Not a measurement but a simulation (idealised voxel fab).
Module name: voxel self aligned contacts (process module)
Displayed cross-section: cut, width of 210 nm, square cells sized 5 nm.
This document writes a cross-section as a grid whose cells are square, and gives it as bands, listed from the top down; one or more rows of cells form a band. The band entry comprises the height of the band's top followed by the height of its bottom, expressed in nm, and subsequently the band's materials from left to right, each stated together with its width in nm. Where a single material is marked with the word "edge to edge", that material fills the band from edge to edge. The word "air" represents empty space. Height is counted from the level 0, under which the received wafer is composed throughout of one material. The lowest of the bands is not closed at the bottom but continues downward, in the notation "top 0, no bottom". Width "30..40": first value at the band's top row of cells, second value at its bottom row, equal change from row to row. Reading "no modification" for a step: not a cell of the cross-section changed in it. Empty spaces counting at least 8 cells and having no open way to the top are listed in "Fully closed voids". The notation width x height at distance is used for each, the distance being from the left edge and all three values in nm. Step line, after settings: the simulator's comment on this step. overlay nm: mask offset rightward from planned place, masked step; negative means leftward offset.
[The following list gives the planned process steps]
step 1: op RECEIVE | material Si
step 2: op OXIDIZE | depth nm 5
step 3: op DIRECTIONAL_DEP | material polySi | thk nm 25
step 4: op DIRECTIONAL_DEP | material SiN | thk nm 20
step 5: op PATTERN | tone cover | mask id GATE | material resist | width nm 30 | pitch nm 55 | thk nm 15 | overlay nm 0
step 6: op DIRECTIONAL_ETCH | etch materials SiN | depth nm 20
step 7: op DIRECTIONAL_ETCH | etch materials polySi | depth nm 25
step 8: op STRIP | etch materials resist
step 9: op CONFORMAL_DEP | material SiN | thk nm 5
step 10: op DIRECTIONAL_ETCH | etch materials SiN | depth nm 5
step 11: op FILL_DEP | material SiO2 | thk nm 15
step 12: op CMP | height nm 55
step 13: op PATTERN | tone open | mask id CONTACT | material resist | width nm 35 | pitch nm 55 | thk nm 15 | overlay nm 0
step 14: op DIRECTIONAL_ETCH | etch materials SiO2 | depth nm 60
step 15: op STRIP | etch materials resist
step 16: op CONFORMAL_DEP | material TiN | thk nm 5
step 17: op FILL_DEP | material W | thk nm 10
step 18: op CMP | height nm 55
step 19: op CONFORMAL_DEP | material SiCN | thk nm 5
[Cross-sectional view of the wafer in its as-received condition, corresponding to the state after step 1]
> top 0, no bottom: Si edge to edge
> Fully closed voids: none
[Look at the cross-section after the module: the wafer started out the way shown above and the plan was the one shown above, yet one mistake was made along the way]
> top 60, bottom 55: SiCN edge to edge
> top 55, bottom 45: 50 SiO2 | 5..25 TiN | 25..5 W | 5 TiN | 20 SiO2 | 5..25 TiN | 25..5 W | 5 TiN | 70 SiO2
> top 45, bottom 25: 30 SiO2 | 40 SiN | 5 TiN | 5 W | 5 TiN | 40 SiN | 5 TiN | 5 W | 5 TiN | 40 SiN | 30 SiO2
> top 25, bottom 0: 30 SiO2 | 5 SiN | 30 polySi | 5 SiN | 5 TiN | 5 W | 5 TiN | 5 SiN | 30 polySi | 5 SiN | 5 TiN | 5 W | 5 TiN | 5 SiN | 30 polySi | 5 SiN | 30 SiO2
> top 0, bottom -5: 70 SiO2 | 15 TiN | 40 SiO2 | 15 TiN | 70 SiO2
> top -5, no bottom: Si edge to edge
> Fully closed voids: none
Processing error: step 13, actual vs plan mismatch, actual run op PATTERN | tone open | mask id CONTACT | material resist | width nm 35 | pitch nm 55 | thk nm 15 | overlay nm -10
